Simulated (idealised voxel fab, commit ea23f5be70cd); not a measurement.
process module | voxel lift off
cross-section cut | 295 nm wide | cells 5 nm
A cross-section is a grid of square cells, given in bands from the top down. A band is one or more rows of cells.
Each band's line starts with the height of the band's top and of its bottom, in nm. Then come its materials from left to right, each with its width in nm. One material with "throughout" fills the band from edge to edge. "air" is empty space.
Height 0 is the level under which the wafer as received is all one material. The lowest band goes on downwards, as in "0 down".
A width such as "30 to 40" changes by the same amount from each row of cells to the next, from the band's top row to its bottom row.
"no change" after a step means that no cell of the cross-section changed.
closed voids: empty space of 8 cells or more with no open way to the top, each as width x height at its distance from the left edge, in nm
after a step's settings: what the simulator itself notes on the step
overlay nm, on a step with a mask: how far to the right of its planned place the mask lay; to the left if negative
plan
1 op RECEIVE | material Si
2 op CONFORMAL_DEP | material SiO2 | thk nm 15
3 op PATTERN | tone open | mask id LINES | material resist | width nm 20 | pitch nm 40 | thk nm 15 | overlay nm 0
4 op DIRECTIONAL_DEP | material Ru | thk nm 5
5 op STRIP | etch materials resist
6 op CONFORMAL_DEP | material SiCN | thk nm 5
first wafer, as planned
as received, after step 1
  0 down: Si throughout
  closed voids: none
after step 2
  15 to 0: SiO2 throughout
  below 0: unchanged
after step 3
  30 to 15: resist 115 | air 20 | resist 20 | air 20 | resist 120
  below 15: unchanged
after step 4
  35 to 30: Ru 115 | air 20 | Ru 20 | air 20 | Ru 120
  30 to 20: resist 115 | air 20 | resist 20 | air 20 | resist 120
  20 to 15: resist 115 | Ru 20 | resist 20 | Ru 20 | resist 120
  below 15: unchanged
after step 5
  20 to 15: air 115 | Ru 20 | air 20 | Ru 20 | air 120
  below 15: unchanged
after step 6
  25 to 20: air 110 | SiCN 30 | air 10 | SiCN 30 | air 115
  20 to 15: SiCN 115 | Ru 20 | SiCN 20 | Ru 20 | SiCN 120
  below 15: unchanged
second wafer: like start, like plan, one mistake. Through step 3 it matches the first wafer
when step 4 should have ended
  35 to 30: SiO2 115 | air 20 | SiO2 20 | air 20 | SiO2 120
  30 to 20: resist 115 | air 20 | resist 20 | air 20 | resist 120
  20 to 15: resist 115 | SiO2 20 | resist 20 | SiO2 20 | resist 120
  below 15: unchanged
when step 5 should have ended
  20 to 15: air 115 | SiO2 20 | air 20 | SiO2 20 | air 120
  below 15: unchanged
when step 6 should have ended
  25 to 20: air 110 | SiCN 30 | air 10 | SiCN 30 | air 115
  20 to 15: SiCN 115 | SiO2 20 | SiCN 20 | SiO2 20 | SiCN 120
  below 15: unchanged
what went wrong: step 4 ran as: op DIRECTIONAL_DEP | material SiO2 | thk nm 5
at the end the second wafer has, in cells: 8 fewer of Ru | 8 more of SiO2
